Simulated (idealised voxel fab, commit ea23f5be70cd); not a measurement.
This is a process module. Its name is voxel transistor to metal.
It is cross-section cut that appears here, measuring 300 nm in width, its square cells being 5 nm in size.
Cross-section, as written here: a square-cell grid given band by band from the top down, where a band holds one or more rows of cells.
What a band's entry tells you: where the top is and where the bottom is, as heights in nm, and after that what lies inside, material by material from left to right, each with its width in nm. Empty space is written as the word "air", and a single material marked with the word "full width" occupies the band from edge to edge.
Measure heights from 0. That's the level where, below it, the as-received wafer is all one material. The lowest band is bottomless and extends downward; write it as in "0..down".
Width spec "30->40" -> top row of cells at first value, bottom row at second value, equal per-row change in between.
"nothing was modified" after a step means that no cell of the cross-section changed.
Any empty space of 8 cells or more lacking an open way to the top shows up in "Trapped cavities" as width x height at distance, distance from the left edge, in nm.
Step line, after settings: the simulator's comment on this step.
"overlay nm" denotes, for a step that has a mask, the displacement of the mask to the right of its planned place, with negative values corresponding to the left.

These are the steps we planned for the process:
1. RECEIVE: material Si
2. CONFORMAL_DEP: material SiO2, thk nm 5
3. CONFORMAL_DEP: material SiN, thk nm 15
4. MASKED_ETCH: tone cover, mask id ACTIVE, width nm 115, pitch nm 140, etch materials SiN, depth nm 15, overlay nm 0
5. MASKED_ETCH: tone cover, mask id ACTIVE, width nm 115, pitch nm 140, etch materials SiO2, depth nm 5, overlay nm 0
6. MASKED_ETCH: tone cover, mask id ACTIVE, width nm 115, pitch nm 140, etch materials Si, depth nm 25, overlay nm 0
7. FILL_DEP: material SiO2, thk nm 5
8. CMP: height nm 20
9. SELECTIVE_ETCH: etch materials SiO2, depth nm 15
10. STRIP: etch materials SiN
11. SELECTIVE_ETCH: etch materials SiO2, depth nm 5
12. OXIDIZE: depth nm 5
13. DIRECTIONAL_DEP: material polySi, thk nm 25
14. DIRECTIONAL_DEP: material SiCN, thk nm 15
15. DIRECTIONAL_DEP: material aC, thk nm 15
16. PATTERN: tone cover, mask id GATE, material resist, width nm 25, pitch nm 140, thk nm 30, overlay nm 0
17. DIRECTIONAL_ETCH: etch materials aC, depth nm 15
18. STRIP: etch materials resist
19. DIRECTIONAL_ETCH: etch materials SiCN, depth nm 25
20. DIRECTIONAL_ETCH: etch materials polySi, depth nm 35
21. STRIP: etch materials aC
22. CONFORMAL_DEP: material SiO2, thk nm 5
23. DIRECTIONAL_ETCH: etch materials SiO2, depth nm 5
24. CONFORMAL_DEP: material SiN, thk nm 10
25. DIRECTIONAL_ETCH: etch materials SiN, depth nm 10
26. DIRECTIONAL_ETCH: etch materials SiO2, depth nm 5
27. EPI: material nSi, thk nm 5
28. FILL_DEP: material SiO2, thk nm 10
29. CMP: height nm 25
30. STRIP: etch materials polySi
31. SELECTIVE_ETCH: etch materials SiO2, depth nm 5
32. CONFORMAL_DEP: material HfO2, thk nm 5
33. CONFORMAL_DEP: material TiN, thk nm 5
34. FILL_DEP: material W, thk nm 5
35. CMP: height nm 20
36. DIRECTIONAL_DEP: material SiO2, thk nm 15
37. DIRECTIONAL_DEP: material aC, thk nm 10
38. PATTERN: tone open, mask id CONTACT, material resist, width nm 15, thk nm 25, overlay nm 0
39. DIRECTIONAL_ETCH: etch materials aC, depth nm 10
40. STRIP: etch materials resist
41. DIRECTIONAL_ETCH: etch materials SiO2, depth nm 35
42. STRIP: etch materials aC
43. CONFORMAL_DEP: material TiN, thk nm 5
44. FILL_DEP: material W, thk nm 5
45. CMP: height nm 35
46. DIRECTIONAL_DEP: material TiN, thk nm 5
47. DIRECTIONAL_DEP: material W, thk nm 25
48. DIRECTIONAL_DEP: material aC, thk nm 15
49. PATTERN: tone cover, mask id METAL_1, material resist, width nm 15, thk nm 35, overlay nm 0
50. DIRECTIONAL_ETCH: etch materials aC, depth nm 15
51. STRIP: etch materials resist
52. DIRECTIONAL_ETCH: etch materials W, depth nm 25
53. DIRECTIONAL_ETCH: etch materials TiN, depth nm 5
54. STRIP: etch materials aC
55. FILL_DEP: material SiO2, thk nm 10
56. CMP: height nm 65
57. CONFORMAL_DEP: material SiN, thk nm 5
Every wafer here starts from the same state; it is the step 16 width nm that distinguishes them, and the value the plan gives belongs to the first wafer.

As received, i.e. after step 1: cross-section through the first of several wafers:
  0..down  Si full width
  Trapped cavities: none

End of the module, past its last step, step 57: how the first of several wafers looks in cross-section:
  70..65  SiN full width
  65..40  30 nm SiO2 / 15 nm W / 65 nm SiO2 / 15 nm W / 45 nm SiO2 / 15 nm W / 65 nm SiO2 / 15 nm W / 35 nm SiO2
  40..35  30 nm SiO2 / 15 nm TiN / 65 nm SiO2 / 15 nm TiN / 45 nm SiO2 / 15 nm TiN / 65 nm SiO2 / 15 nm TiN / 35 nm SiO2
  35..20  30 nm SiO2 / 5 nm TiN / 5 nm W / 5 nm TiN / 65 nm SiO2 / 5 nm TiN / 5 nm W / 5 nm TiN / 45 nm SiO2 / 5 nm TiN / 5 nm W / 5 nm TiN / 65 nm SiO2 / 5 nm TiN / 5 nm W / 5 nm TiN / 35 nm SiO2
  20..5  30 nm SiO2 / 5 nm TiN / 5 nm W / 5 nm TiN / 5 nm SiO2 / 10 nm SiN / 5 nm HfO2 / 5 nm TiN / 15 nm W / 5 nm TiN / 5 nm HfO2 / 10 nm SiN / 5 nm SiO2 / 5 nm TiN / 5 nm W / 5 nm TiN / 45 nm SiO2 / 5 nm TiN / 5 nm W / 5 nm TiN / 5 nm SiO2 / 10 nm SiN / 5 nm HfO2 / 5 nm TiN / 15 nm W / 5 nm TiN / 5 nm HfO2 / 10 nm SiN / 5 nm SiO2 / 5 nm TiN / 5 nm W / 5 nm TiN / 35 nm SiO2
  5..0  30 nm SiO2 / 15 nm TiN / 5 nm SiO2 / 10 nm SiN / 5 nm HfO2 / 25 nm TiN / 5 nm HfO2 / 10 nm SiN / 5 nm SiO2 / 15 nm TiN / 45 nm SiO2 / 15 nm TiN / 5 nm SiO2 / 10 nm SiN / 5 nm HfO2 / 25 nm TiN / 5 nm HfO2 / 10 nm SiN / 5 nm SiO2 / 15 nm TiN / 35 nm SiO2
  0..-5  15 nm SiO2 / 35 nm nSi / 10 nm SiO2 / 35 nm HfO2 / 10 nm SiO2 / 35 nm nSi / 15 nm SiO2 / 35 nm nSi / 10 nm SiO2 / 35 nm HfO2 / 10 nm SiO2 / 35 nm nSi / 20 nm SiO2
  -5..-25  20 nm SiO2 / 115 nm Si / 25 nm SiO2 / 115 nm Si / 25 nm SiO2
  -25..down  Si full width
  Trapped cavities: none

Cross-section at module completion, last wafer:
  70..65  SiN full width
  65..40  30 nm SiO2 / 15 nm W / 65 nm SiO2 / 15 nm W / 45 nm SiO2 / 15 nm W / 65 nm SiO2 / 15 nm W / 35 nm SiO2
  40..35  30 nm SiO2 / 15 nm TiN / 65 nm SiO2 / 15 nm TiN / 45 nm SiO2 / 15 nm TiN / 65 nm SiO2 / 15 nm TiN / 35 nm SiO2
  35..25  30 nm SiO2 / 5 nm TiN / 5 nm W / 5 nm TiN / 65 nm SiO2 / 5 nm TiN / 5 nm W / 5 nm TiN / 45 nm SiO2 / 5 nm TiN / 5 nm W / 5 nm TiN / 65 nm SiO2 / 5 nm TiN / 5 nm W / 5 nm TiN / 35 nm SiO2
  25..20  30 nm SiO2 / 15 nm TiN / 65 nm SiO2 / 15 nm TiN / 45 nm SiO2 / 15 nm TiN / 65 nm SiO2 / 15 nm TiN / 35 nm SiO2
  20..5  30 nm SiO2 / 10 nm TiN / 10 nm SiN / 5 nm HfO2 / 5 nm TiN / 40 nm W / 5 nm TiN / 5 nm HfO2 / 10 nm SiN / 5 nm TiN / 45 nm SiO2 / 10 nm TiN / 10 nm SiN / 5 nm HfO2 / 5 nm TiN / 40 nm W / 5 nm TiN / 5 nm HfO2 / 10 nm SiN / 5 nm TiN / 35 nm SiO2
  5..0  30 nm SiO2 / 10 nm TiN / 10 nm SiN / 5 nm HfO2 / 50 nm TiN / 5 nm HfO2 / 10 nm SiN / 5 nm TiN / 45 nm SiO2 / 10 nm TiN / 10 nm SiN / 5 nm HfO2 / 50 nm TiN / 5 nm HfO2 / 10 nm SiN / 5 nm TiN / 35 nm SiO2
  0..-5  15 nm SiO2 / 25 nm nSi / 10 nm SiO2 / 60 nm HfO2 / 10 nm SiO2 / 20 nm nSi / 15 nm SiO2 / 25 nm nSi / 10 nm SiO2 / 60 nm HfO2 / 10 nm SiO2 / 20 nm nSi / 20 nm SiO2
  -5..-25  20 nm SiO2 / 115 nm Si / 25 nm SiO2 / 115 nm Si / 25 nm SiO2
  -25..down  Si full width
  Trapped cavities: none

Gained (+) or lost (-) cells of each material since receipt, then closed voids: one row per wafer, at the end of the module:
width nm 25 | +30 HfO2 | -116 Si | +92 SiN | +610 SiO2 | +94 TiN | +102 W | +28 nSi | Trapped cavities: none
width nm 30 | +32 HfO2 | -116 Si | +92 SiN | +602 SiO2 | +96 TiN | +108 W | +26 nSi | Trapped cavities: none
width nm 35 | +34 HfO2 | -116 Si | +92 SiN | +594 SiO2 | +98 TiN | +114 W | +24 nSi | Trapped cavities: none
width nm 40 | +36 HfO2 | -116 Si | +92 SiN | +594 SiO2 | +100 TiN | +112 W | +22 nSi | Trapped cavities: none
width nm 45 | +38 HfO2 | -116 Si | +92 SiN | +594 SiO2 | +102 TiN | +110 W | +20 nSi | Trapped cavities: none
width nm 50 | +40 HfO2 | -116 Si | +92 SiN | +594 SiO2 | +96 TiN | +116 W | +18 nSi | Trapped cavities: none
